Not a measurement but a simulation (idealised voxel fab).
A process module follows: voxel capacitor over wiring.
Cross-section cut: width 265 nm, square cells of 5 nm.
A cross-section is written here as square cells arranged in a grid, and it is given in bands from the top down, each band taking up one or more rows of cells.
The entry gives the band's vertical extent as a top height and a bottom height in nm, then its horizontal make-up as materials from left to right, each with a width in nm. "air" stands for empty space; a single material marked "everywhere" fills the band edge to edge.
Basically, 0 is our baseline, since under it the wafer straight out of the box is all one material. The bottom band has no lower end and keeps on going down, so it looks like "top 0, no bottom".
Width: "30..40" (first number = top row, second number = bottom row, same change from row to row of cells).
What does "remains unaltered" mean for a step? It means no cell of the cross-section changed in that step.
You'll see "Closed void roster" listing empty spaces that have no way open to the top, as long as they're 8 cells or more; the notation is width x height at distance, where the distance is from the left edge, and all of it is in nm.
That trailing text on a step's line, after the settings, is the simulator's own remark on the step.
If you see "overlay nm" on a step's line and that step has a mask, it's telling you how far right of where it was planned the mask ended up; a negative number means it went left instead.
**Intended process steps**
step 1: RECEIVE: material Si
step 2: CONFORMAL_DEP: material SiO2, thk nm 15
step 3: CONFORMAL_DEP: material SiCN, thk nm 5
step 4: DIRECTIONAL_DEP: material lowk, thk nm 20
step 5: DIRECTIONAL_DEP: material aC, thk nm 10
step 6: PATTERN: tone open, mask id METAL_1, material resist, width nm 30, pitch nm 80, thk nm 25, overlay nm 0
step 7: DIRECTIONAL_ETCH: etch materials aC, depth nm 10
step 8: STRIP: etch materials resist
step 9: DIRECTIONAL_ETCH: etch materials lowk, depth nm 20
step 10: DIRECTIONAL_ETCH: etch materials SiCN, depth nm 5
step 11: STRIP: etch materials aC
step 12: CONFORMAL_DEP: material TiN, thk nm 5
step 13: FILL_DEP: material Ru, thk nm 10
step 14: CMP: height nm 40
step 15: EPI: material Ru, thk nm 5
step 16: FILL_DEP: material SiCN, thk nm 5
step 17: DIRECTIONAL_DEP: material SiO2, thk nm 20
step 18: DIRECTIONAL_DEP: material aC, thk nm 10
step 19: PATTERN: tone open, mask id PLUG_1, material resist, width nm 15, thk nm 25, overlay nm 0
step 20: DIRECTIONAL_ETCH: etch materials aC, depth nm 10
step 21: STRIP: etch materials resist
step 22: DIRECTIONAL_ETCH: etch materials SiO2, depth nm 20
step 23: DIRECTIONAL_ETCH: etch materials SiCN, depth nm 5
step 24: STRIP: etch materials aC
step 25: CONFORMAL_DEP: material TiN, thk nm 5
step 26: FILL_DEP: material Cu, thk nm 5
step 27: CMP: height nm 70
step 28: DIRECTIONAL_DEP: material TiN, thk nm 5
step 29: DIRECTIONAL_DEP: material SiN, thk nm 5
step 30: DIRECTIONAL_DEP: material TiN, thk nm 5
step 31: DIRECTIONAL_DEP: material aC, thk nm 15
step 32: PATTERN: tone cover, mask id UPPER_PLATE, material resist, width nm 55, thk nm 30, overlay nm 0
step 33: DIRECTIONAL_ETCH: etch materials aC, depth nm 15
step 34: STRIP: etch materials resist
step 35: DIRECTIONAL_ETCH: etch materials TiN, depth nm 5
step 36: DIRECTIONAL_ETCH: etch materials SiN, depth nm 5
step 37: STRIP: etch materials aC
step 38: MASKED_ETCH: tone cover, mask id LOWER_PLATE, width nm 65, etch materials TiN, depth nm 5, overlay nm 0
step 39: FILL_DEP: material SiO2, thk nm 15
step 40: CMP: height nm 95
step 41: MASKED_ETCH: tone open, mask id PLUG_2, width nm 15, etch materials SiO2, depth nm 10, overlay nm 0
step 42: CONFORMAL_DEP: material TiN, thk nm 5
step 43: FILL_DEP: material Cu, thk nm 5
step 44: CMP: height nm 95
step 45: CONFORMAL_DEP: material SiCN, thk nm 5
**Cross-section of the wafer at receipt, which is the condition after step 1**
- top 0, no bottom = Si everywhere
- Closed void roster: none
**The following cross-section depicts the wafer upon conclusion of the module. Processing commenced from the starting condition illustrated above and adhered to the plan illustrated above, save for one mistake in execution**
- top 100, bottom 95 = SiCN everywhere
- top 95, bottom 90 = 100 of SiO2  5 of TiN  5 of Cu  5 of TiN  150 of SiO2
- top 90, bottom 80 = 100..90 of SiO2  15..55 of TiN  150..120 of SiO2
- top 80, bottom 75 = 90 of SiO2  55 of SiN  120 of SiO2
- top 75, bottom 70 = 85 of SiO2  65 of TiN  115 of SiO2
- top 70, bottom 50 = 85 of Cu  5 of TiN  15 of SiO2  5 of TiN  155 of Cu
- top 50, bottom 45 = 90 of TiN  15 of SiCN  160 of TiN
- top 45, bottom 40 = 70 of SiCN  40 of Ru  40 of SiCN  40 of Ru  75 of SiCN
- top 40, bottom 20 = 75 of lowk  5 of TiN  20 of Ru  5 of TiN  50 of lowk  5 of TiN  20 of Ru  5 of TiN  80 of lowk
- top 20, bottom 15 = 75 of SiCN  30 of TiN  50 of SiCN  30 of TiN  80 of SiCN
- top 15, bottom 0 = SiO2 everywhere
- top 0, no bottom = Si everywhere
- Closed void roster: none
what went wrong: note that step 19 departed from the planned setting and was carried out as PATTERN: tone cover, mask id PLUG_1, material resist, width nm 15, thk nm 25, overlay nm 0
